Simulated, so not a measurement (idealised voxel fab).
process module | voxel released beams
cross-section cut | 260 nm wide | cells 5 nm
A cross-section is a grid of square cells, given in bands from the top down. A band is one or more rows of cells.
Each band's line starts with the height of the band's top and of its bottom, in nm. Then come its materials from left to right, each with its width in nm. One material with "throughout" fills the band from edge to edge. "air" is empty space.
Height 0 is the level under which the wafer as received is all one material. The lowest band goes on downwards, as in "0 down".
A width such as "30 to 40" changes by the same amount from each row of cells to the next, from the band's top row to its bottom row.
"no change" after a step means that no cell of the cross-section changed.
closed voids: empty space of 8 cells or more with no open way to the top, each as width x height at its distance from the left edge, in nm
after a step's settings: what the simulator itself notes on the step
overlay nm, on a step with a mask: how far to the right of its planned place the mask lay; to the left if negative
plan
1 op RECEIVE | material Si
2 op CONFORMAL_DEP | material SiN | thk nm 5
3 op DIRECTIONAL_DEP | material SiO2 | thk nm 20
4 op DIRECTIONAL_DEP | material aC | thk nm 15
5 op PATTERN | tone open | mask id ANCHOR | material resist | width nm 25 | thk nm 35 | overlay nm 0
6 op DIRECTIONAL_ETCH | etch materials aC | depth nm 15
7 op STRIP | etch materials resist
8 op DIRECTIONAL_ETCH | etch materials SiO2 | depth nm 20
9 op STRIP | etch materials aC
10 op CONFORMAL_DEP | material TiN | thk nm 10
11 op MASKED_ETCH | tone cover | mask id BEAM | width nm 100 | etch materials TiN | depth nm 10 | overlay nm 0
12 op STRIP | etch materials SiO2
first wafer, as planned
as received, after step 1
  0 down: Si throughout
  closed voids: none
after step 2
  5 to 0: SiN throughout
  below 0: unchanged
after step 3
  25 to 5: SiO2 throughout
  below 5: unchanged
after step 4
  40 to 25: aC throughout
  below 25: unchanged
after step 5
  75 to 40: resist 80 | air 25 | resist 155
  below 40: unchanged
after step 6
  60 to 40: resist 80 | air 25 | resist 155
  40 to 25: aC 80 | air 25 | aC 155
  below 25: unchanged
after step 7
  40 to 25: aC 80 | air 25 | aC 155
  below 25: unchanged
after step 8
  40 to 25: aC 80 | air 25 | aC 155
  25 to 5: SiO2 80 | air 25 | SiO2 155
  below 5: unchanged
after step 9
  25 to 5: SiO2 80 | air 25 | SiO2 155
  below 5: unchanged
after step 10
  35 to 25: TiN 90 | air 5 | TiN 165
  25 to 15: SiO2 80 | TiN 10 | air 5 | TiN 10 | SiO2 155
  15 to 5: SiO2 80 | TiN 25 | SiO2 155
  below 5: unchanged
after step 11
  35 to 25: air 75 | TiN 15 | air 5 | TiN 80 | air 85
  below 25: unchanged
after step 12
  35 to 25: air 75 | TiN 15 | air 5 | TiN 80 | air 85
  25 to 15: air 80 | TiN 10 | air 5 | TiN 10 | air 155
  15 to 5: air 80 | TiN 25 | air 155
  below 5: unchanged
second wafer: like start, like plan, one mistake. Through step 1 it matches the first wafer
when step 2 should have ended: no change
when step 3 should have ended
  20 to 0: SiO2 throughout
  below 0: unchanged
when step 4 should have ended
  35 to 20: aC throughout
  below 20: unchanged
when step 5 should have ended
  70 to 35: resist 80 | air 25 | resist 155
  below 35: unchanged
when step 6 should have ended
  55 to 35: resist 80 | air 25 | resist 155
  35 to 20: aC 80 | air 25 | aC 155
  below 20: unchanged
when step 7 should have ended
  35 to 20: aC 80 | air 25 | aC 155
  below 20: unchanged
when step 8 should have ended
  35 to 20: aC 80 | air 25 | aC 155
  20 to 0: SiO2 80 | air 25 | SiO2 155
  below 0: unchanged
when step 9 should have ended
  20 to 0: SiO2 80 | air 25 | SiO2 155
  below 0: unchanged
when step 10 should have ended
  30 to 20: TiN 90 | air 5 | TiN 165
  20 to 10: SiO2 80 | TiN 10 | air 5 | TiN 10 | SiO2 155
  10 to 0: SiO2 80 | TiN 25 | SiO2 155
  below 0: unchanged
when step 11 should have ended
  30 to 20: air 75 | TiN 15 | air 5 | TiN 80 | air 85
  below 20: unchanged
when step 12 should have ended
  30 to 20: air 75 | TiN 15 | air 5 | TiN 80 | air 85
  20 to 10: air 80 | TiN 10 | air 5 | TiN 10 | air 155
  10 to 0: air 80 | TiN 25 | air 155
  below 0: unchanged
what went wrong: step 2 was left out
at the end the second wafer has, in cells: 52 fewer of SiN
